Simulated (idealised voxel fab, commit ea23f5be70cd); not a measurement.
The document below concerns the process module designated voxel plated lines.
The cross-section shown here is cut; it is 270 nm wide and divided into square cells measuring 5 nm on a side.
When this document writes out a cross-section, it uses a grid of square cells and lists it as bands, beginning at the top and moving down, with a band standing for one or more rows of cells.
What a band's entry tells you: where the top is and where the bottom is, as heights in nm, and after that what lies inside, material by material from left to right, each with its width in nm. Empty space is written as the word "empty", and a single material marked with the word "all across" occupies the band from edge to edge.
Heights from 0 (as-received wafer is one material below). Bottom band endless downward, as "0 and below".
Width: "30 to 40" (first number = top row, second number = bottom row, same change from row to row of cells).
Reading "stayed the same" for a step: not a cell of the cross-section changed in it.
Each empty space that has no open way to the top and spans at least 8 cells appears under "Enclosed cavities" as width x height at distance, the distance counted from the left edge, all in nm.
Past the settings on a step's line: simulator remark, on that step.
overlay nm: mask right of planned place by this much (step with mask). Neg. = left.
**The steps planned for the process are as follows**
1: RECEIVE: material Si
2: CONFORMAL_DEP: material SiO2, thk nm 10
3: DIRECTIONAL_DEP: material TiN, thk nm 5
4: PATTERN: tone open, mask id LINES, material resist, width nm 25, pitch nm 40, thk nm 20, overlay nm 0
5: EPI: material Ru, thk nm 5
6: STRIP: etch materials resist
7: DIRECTIONAL_ETCH: etch materials TiN, depth nm 5
8: CONFORMAL_DEP: material SiN, thk nm 5
**Run as planned: first of two wafers**
**Cross-section of the wafer at receipt, which is the condition after step 1**
    0 and below | Si all across
    Enclosed cavities: none
**Sectional view: wafer, after step 2**
    10 down to 0 | SiO2 all across
    Below 0, no change.
**Sectional view: wafer, after step 3**
    15 down to 10 | TiN all across
    Below 10, no change.
**Sectional view: wafer, after step 4**
    35 down to 15 | resist 80 nm | empty 25 nm | resist 15 nm | empty 25 nm | resist 15 nm | empty 25 nm | resist 85 nm
    Below 15, no change.
**Sectional view: wafer, after step 5**
    35 down to 20 | resist 80 nm | empty 25 nm | resist 15 nm | empty 25 nm | resist 15 nm | empty 25 nm | resist 85 nm
    20 down to 15 | resist 80 nm | Ru 25 nm | resist 15 nm | Ru 25 nm | resist 15 nm | Ru 25 nm | resist 85 nm
    Below 15, no change.
**Sectional view: wafer, after step 6**
    20 down to 15 | empty 80 nm | Ru 25 nm | empty 15 nm | Ru 25 nm | empty 15 nm | Ru 25 nm | empty 85 nm
    Below 15, no change.
**Sectional view: wafer, after step 7**
    20 down to 15 | empty 80 nm | Ru 25 nm | empty 15 nm | Ru 25 nm | empty 15 nm | Ru 25 nm | empty 85 nm
    15 down to 10 | empty 80 nm | TiN 25 nm | empty 15 nm | TiN 25 nm | empty 15 nm | TiN 25 nm | empty 85 nm
    Below 10, no change.
**Sectional view: wafer, after step 8**
    25 down to 20 | empty 75 nm | SiN 35 nm | empty 5 nm | SiN 35 nm | empty 5 nm | SiN 35 nm | empty 80 nm
    20 down to 15 | empty 75 nm | SiN 5 nm | Ru 25 nm | SiN 5 nm | empty 5 nm | SiN 5 nm | Ru 25 nm | SiN 5 nm | empty 5 nm | SiN 5 nm | Ru 25 nm | SiN 5 nm | empty 80 nm
    15 down to 10 | SiN 80 nm | TiN 25 nm | SiN 15 nm | TiN 25 nm | SiN 15 nm | TiN 25 nm | SiN 85 nm
    Below 10, no change.
**Second wafer - shared start and plan with the first - one error in running - same as the first up to step 7 inclusive**
Cross-section of the second wafer when, according to plan, step 8 should have finished: stayed the same
The plan and the run diverged here: with respect to the plan, step 8 was omitted and not executed
Counted in cells at the end, the second wafer holds more or fewer of these materials than the first: SiN -66
